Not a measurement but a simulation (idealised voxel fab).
Presented below is a process module, voxel double patterning.
Cross-section cut: width 240 nm, square cells of 5 nm.
Cross-sections here: square-cell grids, written as top-down lists of bands, a band being one or more rows of cells. Band entry format. Leading values: height of top, height of bottom, nm. Remainder: materials in left-to-right order, each with its width in nm. Special words: "edge to edge" on a single material, which then fills the band edge to edge; "empty", empty space. The reference from which all heights are counted is 0, the level beneath which the as-received wafer is entirely one material; the lowest band, having no lower bound, proceeds downward and is written after the example "0 -> down". Quick explanation for "30..40": the width changes in equal steps down the rows of cells, from the first number in the band's top row to the second number in its bottom row. The designation "nothing different", where it is given for a processing step, indicates that no cell of the cross-section was altered in the course of that step. "Sealed void listing" - sealed voids, min. 8 cells, no opening to top; format: width x height at distance (distance from left edge; nm throughout). Heads up: the bit after the settings on a step's line is the simulator's remark on that step. overlay nm: where the mask lay relative to plan, measured to the right, on steps with a mask; negatives go left.
# Steps in the process plan
| 1 | op RECEIVE | material Si |
| 2 | op CONFORMAL_DEP | material SiN | thk nm 5 |
| 3 | op DIRECTIONAL_DEP | material SiO2 | thk nm 10 |
| 4 | op DIRECTIONAL_DEP | material SiCN | thk nm 10 |
| 5 | op PATTERN | tone open | mask id FIRST | material resist | width nm 15 | pitch nm 50 | thk nm 15 | overlay nm 0 |
| 6 | op DIRECTIONAL_ETCH | etch materials SiCN | depth nm 10 |
| 7 | op STRIP | etch materials resist |
| 8 | op MASKED_ETCH | tone open | mask id SECOND | width nm 15 | pitch nm 50 | etch materials SiCN | depth nm 10 | overlay nm 0 |
| 9 | op DIRECTIONAL_ETCH | etch materials SiO2 | depth nm 10 |
| 10 | op STRIP | etch materials SiCN |
# Shown in cross-section is the wafer as received, that is, as it stands after step 1
- 0 -> down  Si edge to edge
- Sealed void listing: none
# Cross-sectional image of the first of two wafers at the end of the module, the run having proceeded as planned
- 15 -> 5  SiO2 60 | empty 15 | SiO2 10 | empty 15 | SiO2 10 | empty 15 | SiO2 10 | empty 15 | SiO2 10 | empty 15 | SiO2 65
- 5 -> 0  SiN edge to edge
- 0 -> down  Si edge to edge
- Sealed void listing: none
# Cross-section of the latter of the two wafers at module completion. It had an identical start and an identical plan to the former; in running it, one mistake was made
- 15 -> 5  SiO2 60 | empty 15 | SiO2 10 | empty 15 | SiO2 10 | empty 15 | SiO2 10 | empty 15 | SiO2 10 | empty 15 | SiO2 65
- 5 -> 0  SiO2 edge to edge
- 0 -> down  Si edge to edge
- Sealed void listing: none
The plan and the run diverged here: step 2: run off-plan, actual operation and settings op CONFORMAL_DEP | material SiO2 | thk nm 5
FYI, end of process, the second wafer has more or fewer cells of some materials than the first: 48 fewer of SiN, 48 more of SiO2
